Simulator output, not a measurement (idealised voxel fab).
You're looking at the process module voxel ribs on slabs.
The cross-section shown here is cut; it is 165 nm wide and divided into square cells measuring 5 nm on a side.
Just so we're on the same page, the cross-sections are grids of square cells, and they're listed out in bands top to bottom, each band one or more rows deep.
Top height, bottom height, nm. Materials left to right, width each, nm. Single material + "full width" = fills band edge to edge. "blank" = empty.
Below 0: as-received wafer, all one material; heights counted from there. Lowest band: no bottom, goes on down, written "top 0, no bottom".
Top row gets the first number, bottom row gets the second, and each row in between changes by the same step: that is how a band width like "30..40" works.
"nothing changed" after a step means that no cell of the cross-section changed.
Each empty space that has no open way to the top and spans at least 8 cells appears under "Sealed internal voids" as width x height at distance, the distance counted from the left edge, all in nm.
The remark found on a step's line after its settings is issued by the simulator itself and pertains to that step.
overlay nm: mask right of planned place by this much (step with mask). Neg. = left.

[List of planned process steps]
1,op RECEIVE | material Si
2,op DIRECTIONAL_DEP | material SiO2 | thk nm 30
3,op DIRECTIONAL_DEP | material SiN | thk nm 25
4,op MASKED_ETCH | tone cover | mask id RIB | width nm 25 | etch materials SiN | depth nm 15 | overlay nm 0
5,op DIRECTIONAL_DEP | material aC | thk nm 15
6,op PATTERN | tone cover | mask id SLAB | material resist | width nm 55 | thk nm 30 | overlay nm 0
7,op DIRECTIONAL_ETCH | etch materials aC | depth nm 15
8,op STRIP | etch materials resist
9,op DIRECTIONAL_ETCH | etch materials SiN | depth nm 10
10,op STRIP | etch materials aC
11,op FILL_DEP | material SiO2 | thk nm 15
12,op CMP | height nm 65
13,op DIRECTIONAL_DEP | material W | thk nm 5
14,op PATTERN | tone cover | mask id HEATER | material resist | width nm 25 | thk nm 20 | overlay nm 0
15,op DIRECTIONAL_ETCH | etch materials W | depth nm 5
16,op STRIP | etch materials resist
17,op CONFORMAL_DEP | material SiO2 | thk nm 5
The plan shows the width nm of step 14 as the first wafer had it; this setting differs between the wafers, which start out alike.

[This is how the first of several wafers looked in cross-section when it arrived, which is after step 1]
top 0, no bottom | Si full width
Sealed internal voids: none

[Below, a row for every wafer. Read it as the end-of-module picture: for each material the wafer shows its cells gained (+) or lost (-) since it was received, and then its closed voids]
width nm 25, +37 SiN, +427 SiO2, +5 W, Sealed internal voids: none
width nm 30, +37 SiN, +427 SiO2, +6 W, Sealed internal voids: none
width nm 35, +37 SiN, +427 SiO2, +7 W, Sealed internal voids: none
width nm 40, +37 SiN, +427 SiO2, +8 W, Sealed internal voids: none
width nm 45, +37 SiN, +427 SiO2, +9 W, Sealed internal voids: none
width nm 50, +37 SiN, +427 SiO2, +10 W, Sealed internal voids: none
